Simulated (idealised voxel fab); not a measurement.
Name of the process module below: voxel self aligned contacts
Section shown: cut. Width: 275 nm. Cell size: 5 nm, square.
A cross-section in this document is a grid of square cells, and it is written down as bands, the top band listed before the ones below it; a band is made up of one or more rows of cells. Read a band's entry like this: the first values are the height of its top and the height of its bottom in nm, and what follows is the sequence of materials from left to right, each with its width in nm. Note that "blank" is empty space, and that a single material marked "all across" reaches across the band from edge to edge. For the purposes of this specification, 0 denotes the height below which the wafer in its as-received condition is composed wholly of one material, and the lowermost band, lacking a lower limit, extends downward without end, as expressed in "z 0 and below". The width entry "30..40" should be interpreted row by row: the top row of cells in the band takes the first number, the bottom row takes the second number, and the change between adjacent rows is uniform throughout. "stayed the same" after a step means that no cell of the cross-section changed. If an empty space has no open way to the top and is at least 8 cells in size, "Enclosed voids" lists it, written width x height at distance, where distance is measured from the left edge and every value is in nm. Formally, on a step line, whatever follows the settings is a remark that the simulator itself makes on the step. The "overlay nm" setting may appear on a step's line; for a step that uses a mask, it gives how far to the right of its planned position the mask lay, and a negative value indicates the left.

PLANNED PROCESS STEPS
1. RECEIVE,material Si
2. OXIDIZE,depth nm 5
3. DIRECTIONAL_DEP,material polySi,thk nm 25
4. DIRECTIONAL_DEP,material SiN,thk nm 15
5. DIRECTIONAL_DEP,material aC,thk nm 10
6. PATTERN,tone cover,mask id GATE,material resist,width nm 35,pitch nm 65,thk nm 25,overlay nm 0
7. DIRECTIONAL_ETCH,etch materials aC,depth nm 10
8. STRIP,etch materials resist
9. DIRECTIONAL_ETCH,etch materials SiN,depth nm 15
10. DIRECTIONAL_ETCH,etch materials polySi,depth nm 25
11. STRIP,etch materials aC
12. CONFORMAL_DEP,material SiN,thk nm 5
13. DIRECTIONAL_ETCH,etch materials SiN,depth nm 5
14. FILL_DEP,material SiO2,thk nm 20
15. CMP,height nm 50
16. DIRECTIONAL_DEP,material aC,thk nm 15
17. PATTERN,tone open,mask id CONTACT,material resist,width nm 50,thk nm 35,overlay nm 0
18. DIRECTIONAL_ETCH,etch materials aC,depth nm 15
19. STRIP,etch materials resist
20. DIRECTIONAL_ETCH,etch materials SiO2,depth nm 55
21. STRIP,etch materials aC
22. CONFORMAL_DEP,material TiN,thk nm 5
23. FILL_DEP,material Ru,thk nm 5
24. CMP,height nm 50
25. CONFORMAL_DEP,material SiN,thk nm 5

FIRST WAFER OUT OF TWO, PROCESSED AS PLANNED

INCOMING WAFER, CROSS-SECTIONAL VIEW, POST STEP 1
  z 0 and below | Si all across
  Enclosed voids: none

AFTER STEP 2: WAFER CROSS-SECTION
  z 0 to -5 | SiO2 all across
  Below -5 it's all the same as before, nothing changed down there.

AFTER STEP 3: WAFER CROSS-SECTION
  z 25 to 0 | polySi all across
  Below 0 it's all the same as before, nothing changed down there.

AFTER STEP 4: WAFER CROSS-SECTION
  z 40 to 25 | SiN all across
  Below 25 it's all the same as before, nothing changed down there.

AFTER STEP 5: WAFER CROSS-SECTION
  z 50 to 40 | aC all across
  Below 40 it's all the same as before, nothing changed down there.

AFTER STEP 6: WAFER CROSS-SECTION
  z 75 to 50 | blank: 85 | resist: 35 | blank: 30 | resist: 35 | blank: 90
  Below 50 it's all the same as before, nothing changed down there.

AFTER STEP 7: WAFER CROSS-SECTION
  z 65 to 50 | blank: 85 | resist: 35 | blank: 30 | resist: 35 | blank: 90
  z 50 to 40 | blank: 85 | aC: 35 | blank: 30 | aC: 35 | blank: 90
  Below 40 it's all the same as before, nothing changed down there.

AFTER STEP 8: WAFER CROSS-SECTION
  z 50 to 40 | blank: 85 | aC: 35 | blank: 30 | aC: 35 | blank: 90
  Below 40 it's all the same as before, nothing changed down there.

AFTER STEP 9: WAFER CROSS-SECTION
  z 50 to 40 | blank: 85 | aC: 35 | blank: 30 | aC: 35 | blank: 90
  z 40 to 25 | blank: 85 | SiN: 35 | blank: 30 | SiN: 35 | blank: 90
  Below 25 it's all the same as before, nothing changed down there.

AFTER STEP 10: WAFER CROSS-SECTION
  z 50 to 40 | blank: 85 | aC: 35 | blank: 30 | aC: 35 | blank: 90
  z 40 to 25 | blank: 85 | SiN: 35 | blank: 30 | SiN: 35 | blank: 90
  z 25 to 0 | blank: 85 | polySi: 35 | blank: 30 | polySi: 35 | blank: 90
  Below 0 it's all the same as before, nothing changed down there.

AFTER STEP 11: WAFER CROSS-SECTION
  z 40 to 25 | blank: 85 | SiN: 35 | blank: 30 | SiN: 35 | blank: 90
  Below 25 it's all the same as before, nothing changed down there.

AFTER STEP 12: WAFER CROSS-SECTION
  z 45 to 25 | blank: 80 | SiN: 45 | blank: 20 | SiN: 45 | blank: 85
  z 25 to 5 | blank: 80 | SiN: 5 | polySi: 35 | SiN: 5 | blank: 20 | SiN: 5 | polySi: 35 | SiN: 5 | blank: 85
  z 5 to 0 | SiN: 85 | polySi: 35 | SiN: 30 | polySi: 35 | SiN: 90
  Below 0 it's all the same as before, nothing changed down there.

AFTER STEP 13: WAFER CROSS-SECTION
  z 40 to 25 | blank: 80 | SiN: 45 | blank: 20 | SiN: 45 | blank: 85
  z 25 to 0 | blank: 80 | SiN: 5 | polySi: 35 | SiN: 5 | blank: 20 | SiN: 5 | polySi: 35 | SiN: 5 | blank: 85
  Below 0 it's all the same as before, nothing changed down there.

AFTER STEP 14: WAFER CROSS-SECTION
  z 60 to 40 | SiO2 all across
  z 40 to 25 | SiO2: 80 | SiN: 45 | SiO2: 20 | SiN: 45 | SiO2: 85
  z 25 to 0 | SiO2: 80 | SiN: 5 | polySi: 35 | SiN: 5 | SiO2: 20 | SiN: 5 | polySi: 35 | SiN: 5 | SiO2: 85
  Below 0 it's all the same as before, nothing changed down there.

AFTER STEP 15: WAFER CROSS-SECTION
  z 50 to 40 | SiO2 all across
  Below 40 it's all the same as before, nothing changed down there.

AFTER STEP 16: WAFER CROSS-SECTION
  z 65 to 50 | aC all across
  Below 50 it's all the same as before, nothing changed down there.

AFTER STEP 17: WAFER CROSS-SECTION
  z 100 to 65 | resist: 110 | blank: 50 | resist: 115
  Below 65 it's all the same as before, nothing changed down there.

AFTER STEP 18: WAFER CROSS-SECTION
  z 85 to 65 | resist: 110 | blank: 50 | resist: 115
  z 65 to 50 | aC: 110 | blank: 50 | aC: 115
  Below 50 it's all the same as before, nothing changed down there.

AFTER STEP 19: WAFER CROSS-SECTION
  z 65 to 50 | aC: 110 | blank: 50 | aC: 115
  Below 50 it's all the same as before, nothing changed down there.

AFTER STEP 20: WAFER CROSS-SECTION
  z 65 to 50 | aC: 110 | blank: 50 | aC: 115
  z 50 to 40 | SiO2: 110 | blank: 50 | SiO2: 115
  z 40 to 25 | SiO2: 80 | SiN: 45 | blank: 20 | SiN: 45 | SiO2: 85
  z 25 to 0 | SiO2: 80 | SiN: 5 | polySi: 35 | SiN: 5 | blank: 20 | SiN: 5 | polySi: 35 | SiN: 5 | SiO2: 85
  z 0 to -5 | SiO2: 125 | blank: 20 | SiO2: 130
  Below -5 it's all the same as before, nothing changed down there.

AFTER STEP 21: WAFER CROSS-SECTION
  z 50 to 40 | SiO2: 110 | blank: 50 | SiO2: 115
  Below 40 it's all the same as before, nothing changed down there.

AFTER STEP 22: WAFER CROSS-SECTION
  z 55 to 50 | TiN: 115 | blank: 40 | TiN: 120
  z 50 to 40 | SiO2: 110 | TiN: 5..20 | blank: 40..10 | TiN: 5..20 | SiO2: 115
  z 40 to 25 | SiO2: 80 | SiN: 45 | TiN: 5 | blank: 10 | TiN: 5 | SiN: 45 | SiO2: 85
  z 25 to 0 | SiO2: 80 | SiN: 5 | polySi: 35 | SiN: 5 | TiN: 5 | blank: 10 | TiN: 5 | SiN: 5 | polySi: 35 | SiN: 5 | SiO2: 85
  z 0 to -5 | SiO2: 125 | TiN: 20 | SiO2: 130
  Below -5 it's all the same as before, nothing changed down there.

AFTER STEP 23: WAFER CROSS-SECTION
  z 60 to 55 | Ru all across
  z 55 to 50 | TiN: 115 | Ru: 40 | TiN: 120
  z 50 to 40 | SiO2: 110 | TiN: 5..20 | Ru: 40..10 | TiN: 5..20 | SiO2: 115
  z 40 to 25 | SiO2: 80 | SiN: 45 | TiN: 5 | Ru: 10 | TiN: 5 | SiN: 45 | SiO2: 85
  z 25 to 0 | SiO2: 80 | SiN: 5 | polySi: 35 | SiN: 5 | TiN: 5 | Ru: 10 | TiN: 5 | SiN: 5 | polySi: 35 | SiN: 5 | SiO2: 85
  Below 0 it's all the same as before, nothing changed down there.

AFTER STEP 24: WAFER CROSS-SECTION
  z 50 to 40 | SiO2: 110 | TiN: 5..20 | Ru: 40..10 | TiN: 5..20 | SiO2: 115
  Below 40 it's all the same as before, nothing changed down there.

AFTER STEP 25: WAFER CROSS-SECTION
  z 55 to 50 | SiN all across
  Below 50 it's all the same as before, nothing changed down there.

WHAT FOLLOWS CONCERNS THE SECOND WAFER, WHICH STARTED OUT LIKE THE FIRST AND WAS MEANT TO FOLLOW THE VERY SAME PLAN; ONE MISTAKE CREPT IN WHEN IT WAS RUN, BUT EVERYTHING UP TO AND INCLUDING STEP 21 IS THE SAME AS FOR THE FIRST WAFER

X-SECTION, SECOND WAFER, WHEN STEP 22 WAS DUE TO FINISH
  z 55 to 45 | SiO2: 115 | blank: 40 | SiO2: 120
  z 45 to 40 | SiO2: 130 | blank: 10 | SiO2: 135
  z 40 to 25 | SiO2: 80 | SiN: 45 | SiO2: 5 | blank: 10 | SiO2: 5 | SiN: 45 | SiO2: 85
  z 25 to 0 | SiO2: 80 | SiN: 5 | polySi: 35 | SiN: 5 | SiO2: 5 | blank: 10 | SiO2: 5 | SiN: 5 | polySi: 35 | SiN: 5 | SiO2: 85
  z 0 to -5 | SiO2 all across
  Below -5 it's all the same as before, nothing changed down there.

X-SECTION, SECOND WAFER, WHEN STEP 23 WAS DUE TO FINISH
  z 60 to 55 | Ru all across
  z 55 to 45 | SiO2: 115 | Ru: 40 | SiO2: 120
  z 45 to 40 | SiO2: 130 | Ru: 10 | SiO2: 135
  z 40 to 25 | SiO2: 80 | SiN: 45 | SiO2: 5 | Ru: 10 | SiO2: 5 | SiN: 45 | SiO2: 85
  z 25 to 0 | SiO2: 80 | SiN: 5 | polySi: 35 | SiN: 5 | SiO2: 5 | Ru: 10 | SiO2: 5 | SiN: 5 | polySi: 35 | SiN: 5 | SiO2: 85
  Below 0 it's all the same as before, nothing changed down there.

X-SECTION, SECOND WAFER, WHEN STEP 24 WAS DUE TO FINISH
  z 50 to 40 | SiO2: 115..130 | Ru: 40..10 | SiO2: 120..135
  Below 40 it's all the same as before, nothing changed down there.

X-SECTION, SECOND WAFER, WHEN STEP 25 WAS DUE TO FINISH
  z 55 to 50 | SiN all across
  Below 50 it's all the same as before, nothing changed down there.
Diagnosis: off-plan run, step 22, actual operation and settings CONFORMAL_DEP,material SiO2,thk nm 5
Wrapping up, a cell-based count of both wafers puts the second over or under the first for these materials: SiO2 +30, TiN -30
